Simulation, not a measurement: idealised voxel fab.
Presented below is a process module, voxel capacitor over wiring.
The cross-section on display is named cut; it measures 180 nm wide, and its cells are 5 nm squares.
How to read a cross-section here: the picture is a grid of square cells, written as bands going from the top down, and any band can span one or more rows of cells.
Heights first: top, then bottom, in nm. Then materials, left to right, each with a width in nm. "throughout" on a single material: fills the band edge to edge. "blank": empty space.
Height reference: 0 = level under which incoming wafer is all one material. Lowest band: no bottom, runs on downward, e.g. "from 0 down".
A width such as "30..40" changes by the same amount from each row of cells to the next, from the band's top row to its bottom row.
You'll sometimes find "all unchanged" written for a step, and that's the way of saying that nowhere in the cross-section did a cell change during that step.
So "Closed void roster" is basically the list of trapped voids: any empty space of 8 cells or more that can't reach the top through an opening. They're written width x height at distance, the distance being from the left edge, and it's all nm.
The remark found on a step's line after its settings is issued by the simulator itself and pertains to that step.
The setting "overlay nm" may be written on the line of a step. When the step uses a mask, the value reports how far to the right of the planned place the mask lay, and a negative value reports that it lay to the left.
Before/after cross-section pairs, one process step each; after shown to lowest changed band; step and settings beneath. Pairs may be from different runs of this module on the same starting wafer; a pair continues from the one above only where its "Pre-step profile" entry says so.
Pre-step profile:
> from 100 to 95  TiN 65, blank 5, TiN 110
> from 95 to 85  SiO2 60, TiN 5, blank 5, TiN 5, SiO2 105
> from 85 to 75  SiO2 60..55, TiN 15..50, SiO2 105..75
> from 75 to 70  SiO2 50, Al2O3 55, SiO2 75
> from 70 to 60  SiO2 50, TiN 70, SiO2 60
> from 60 to 45  lowk 50, TiN 5, Ru 5, TiN 5, lowk 115
> from 45 to 40  SiCN 50, TiN 15, SiCN 115
> from 40 to 20  lowk 40, TiN 5, W 15, TiN 5, lowk 50, TiN 5, W 15, TiN 5, lowk 40
> from 20 to 15  SiN 40, TiN 25, SiN 50, TiN 25, SiN 40
> from 15 to 0  SiO2 throughout
> from 0 down  Si throughout
> Closed void roster: none
Resultant Cross-Section:
> from 110 to 100  Cu throughout
> from 100 to 95  TiN 65, Cu 5, TiN 110
> from 95 to 85  SiO2 60, TiN 5, Cu 5, TiN 5, SiO2 105
> Below 85, no change.
> Closed void roster: none
Step between the pre-process and post-process cross-sections given above: FILL_DEP,material Cu,thk nm 10
Pre-step profile: starting point is the after cross-section of the pair just above.
Resultant Cross-Section:
> from 95 to 85  SiO2 60, TiN 5, Cu 5, TiN 5, SiO2 105
> Below 85, no change.
> Closed void roster: none
Step between the pre-process and post-process cross-sections given above: CMP,height nm 95
Pre-step profile: starting point is the after cross-section of the pair just above.
Resultant Cross-Section:
> from 100 to 95  SiN throughout
> Below 95, no change.
> Closed void roster: none
Step between the pre-process and post-process cross-sections given above: CONFORMAL_DEP,material SiN,thk nm 5
Pre-step profile:
> from 100 to 95  TiN 65, blank 5, TiN 110
> from 95 to 85  SiO2 60, TiN 5, blank 5, TiN 5, SiO2 105
> from 85 to 75  SiO2 60..50, TiN 15..55, SiO2 105..75
> from 75 to 70  SiO2 50, Al2O3 55, SiO2 75
> from 70 to 60  SiO2 45, TiN 65, SiO2 70
> from 60 to 45  lowk 50, TiN 5, Ru 5, TiN 5, lowk 115
> from 45 to 40  SiCN 50, TiN 15, SiCN 115
> from 40 to 20  lowk 40, TiN 5, W 15, TiN 5, lowk 50, TiN 5, W 15, TiN 5, lowk 40
> from 20 to 15  SiN 40, TiN 25, SiN 50, TiN 25, SiN 40
> from 15 to 0  SiO2 throughout
> from 0 down  Si throughout
> Closed void roster: none
Resultant Cross-Section:
> from 110 to 100  SiO2 throughout
> from 100 to 95  TiN 65, SiO2 5, TiN 110
> from 95 to 85  SiO2 60, TiN 5, SiO2 5, TiN 5, SiO2 105
> Below 85, no change.
> Closed void roster: none
Step between the pre-process and post-process cross-sections given above: FILL_DEP,material SiO2,thk nm 10
Pre-step profile: starting point is the after cross-section of the pair just above.
Resultant Cross-Section:
> from 95 to 85  SiO2 60, TiN 5, SiO2 5, TiN 5, SiO2 105
> Below 85, no change.
> Closed void roster: none
Step between the pre-process and post-process cross-sections given above: CMP,height nm 95
Pre-step profile: starting point is the after cross-section of the pair just above.
Resultant Cross-Section:
> from 100 to 95  SiN throughout
> Below 95, no change.
> Closed void roster: none
Step between the pre-process and post-process cross-sections given above: CONFORMAL_DEP,material SiN,thk nm 5
Pre-step profile:
> from 80 to 75  TiN throughout
> from 75 to 70  Al2O3 throughout
> from 70 to 60  TiN throughout
> from 60 to 45  lowk 50, TiN 5, Ru 5, TiN 5, lowk 115
> from 45 to 40  SiCN 50, TiN 15, SiCN 115
> from 40 to 20  lowk 40, TiN 5, W 15, TiN 5, lowk 50, TiN 5, W 15, TiN 5, lowk 40
> from 20 to 15  SiN 40, TiN 25, SiN 50, TiN 25, SiN 40
> from 15 to 0  SiO2 throughout
> from 0 down  Si throughout
> Closed void roster: none
Resultant Cross-Section:
> from 100 to 80  resist 50, blank 55, resist 75
> Below 80, no change.
> Closed void roster: none
Step between the pre-process and post-process cross-sections given above: PATTERN,tone open,mask id UPPER_PLATE,material resist,width nm 55,thk nm 20,overlay nm 0
Pre-step profile: starting point is the after cross-section of the pair just above.
Resultant Cross-Section:
> from 100 to 80  resist 50, blank 55, resist 75
> from 80 to 75  TiN 50, blank 55, TiN 75
> Below 75, no change.
> Closed void roster: none
Step between the pre-process and post-process cross-sections given above: DIRECTIONAL_ETCH,etch materials TiN,depth nm 5
Pre-step profile: starting point is the after cross-section of the pair just above.
Resultant Cross-Section:
> from 100 to 80  resist 50, blank 55, resist 75
> from 80 to 75  TiN 50, blank 55, TiN 75
> from 75 to 70  Al2O3 50, blank 55, Al2O3 75
> Below 70, no change.
> Closed void roster: none
Step between the pre-process and post-process cross-sections given above: DIRECTIONAL_ETCH,etch materials Al2O3,depth nm 5
Pre-step profile: starting point is the after cross-section of the pair just above.
Resultant Cross-Section:
> from 80 to 75  TiN 50, blank 55, TiN 75
> Below 75, no change.
> Closed void roster: none
Step between the pre-process and post-process cross-sections given above: STRIP,etch materials resist
Pre-step profile: starting point is the after cross-section of the pair just above.
Resultant Cross-Section:
> from 100 to 80  blank 45, resist 65, blank 70
> from 80 to 75  TiN 50, resist 55, TiN 75
> from 75 to 70  Al2O3 50, resist 55, Al2O3 75
> Below 70, no change.
> Closed void roster: none
Step between the pre-process and post-process cross-sections given above: PATTERN,tone cover,mask id LOWER_PLATE,material resist,width nm 65,thk nm 20,overlay nm 0
Pre-step profile: starting point is the after cross-section of the pair just above.
Resultant Cross-Section:
> from 100 to 80  blank 45, resist 65, blank 70
> from 80 to 75  blank 45, TiN 5, resist 55, TiN 5, blank 70
> Below 75, no change.
> Closed void roster: none
Step between the pre-process and post-process cross-sections given above: DIRECTIONAL_ETCH,etch materials TiN,depth nm 10
Pre-step profile: starting point is the after cross-section of the pair just above.
Resultant Cross-Section:
> from 80 to 75  blank 45, TiN 5, blank 55, TiN 5, blank 70
> from 75 to 70  Al2O3 50, blank 55, Al2O3 75
> Below 70, no change.
> Closed void roster: none
Step between the pre-process and post-process cross-sections given above: STRIP,etch materials resist
Pre-step profile: starting point is the after cross-section of the pair just above.
Resultant Cross-Section:
> from 100 to 80  SiO2 throughout
> from 80 to 75  SiO2 45, TiN 5, SiO2 55, TiN 5, SiO2 70
> from 75 to 70  Al2O3 50, SiO2 55, Al2O3 75
> Below 70, no change.
> Closed void roster: none
Step between the pre-process and post-process cross-sections given above: FILL_DEP,material SiO2,thk nm 20
Pre-step profile: starting point is the after cross-section of the pair just above.
Resultant Cross-Section:
> from 95 to 80  SiO2 throughout
> Below 80, no change.
> Closed void roster: none
Step between the pre-process and post-process cross-sections given above: CMP,height nm 95
Pre-step profile: starting point is the after cross-section of the pair just above.
Resultant Cross-Section:
> from 110 to 95  aC throughout
> Below 95, no change.
> Closed void roster: none
Step between the pre-process and post-process cross-sections given above: DIRECTIONAL_DEP,material aC,thk nm 15
Pre-step profile: starting point is the after cross-section of the pair just above.
Resultant Cross-Section:
> from 140 to 110  resist 60, blank 15, resist 105
> Below 110, no change.
> Closed void roster: none
Step between the pre-process and post-process cross-sections given above: PATTERN,tone open,mask id PLUG_2,material resist,width nm 15,thk nm 30,overlay nm 0
Pre-step profile: starting point is the after cross-section of the pair just above.
Resultant Cross-Section:
> from 125 to 110  resist 60, blank 15, resist 105
> from 110 to 95  aC 60, blank 15, aC 105
> Below 95, no change.
> Closed void roster: none
Step between the pre-process and post-process cross-sections given above: DIRECTIONAL_ETCH,etch materials aC,depth nm 15
Pre-step profile: starting point is the after cross-section of the pair just above.
Resultant Cross-Section:
> from 110 to 95  aC 60, blank 15, aC 105
> Below 95, no change.
> Closed void roster: none
Step between the pre-process and post-process cross-sections given above: STRIP,etch materials resist
Pre-step profile: starting point is the after cross-section of the pair just above.
Resultant Cross-Section:
> from 110 to 95  aC 60, blank 15, aC 105
> from 95 to 80  SiO2 60, blank 15, SiO2 105
> Below 80, no change.
> Closed void roster: none
Step between the pre-process and post-process cross-sections given above: DIRECTIONAL_ETCH,etch materials SiO2,depth nm 15
Pre-step profile: starting point is the after cross-section of the pair just above.
Resultant Cross-Section:
> from 95 to 80  SiO2 60, blank 15, SiO2 105
> Below 80, no change.
> Closed void roster: none
Step between the pre-process and post-process cross-sections given above: STRIP,etch materials aC
Pre-step profile: starting point is the after cross-section of the pair just above.
Resultant Cross-Section:
> from 100 to 95  TiN 65, blank 5, TiN 110
> from 95 to 85  SiO2 60, TiN 5, blank 5, TiN 5, SiO2 105
> from 85 to 80  SiO2 60, TiN 15, SiO2 105
> Below 80, no change.
> Closed void roster: none
Step between the pre-process and post-process cross-sections given above: CONFORMAL_DEP,material TiN,thk nm 5
Pre-step profile: starting point is the after cross-section of the pair just above.
Resultant Cross-Section:
> from 110 to 100  Cu throughout
> from 100 to 95  TiN 65, Cu 5, TiN 110
> from 95 to 85  SiO2 60, TiN 5, Cu 5, TiN 5, SiO2 105
> Below 85, no change.
> Closed void roster: none
Step between the pre-process and post-process cross-sections given above: FILL_DEP,material Cu,thk nm 10
Pre-step profile: starting point is the after cross-section of the pair just above.
Resultant Cross-Section:
> from 95 to 85  SiO2 60, TiN 5, Cu 5, TiN 5, SiO2 105
> Below 85, no change.
> Closed void roster: none
Step between the pre-process and post-process cross-sections given above: CMP,height nm 95
Pre-step profile: starting point is the after cross-section of the pair just above.
Resultant Cross-Section:
> from 100 to 95  SiN throughout
> Below 95, no change.
> Closed void roster: none
Step between the pre-process and post-process cross-sections given above: CONFORMAL_DEP,material SiN,thk nm 5
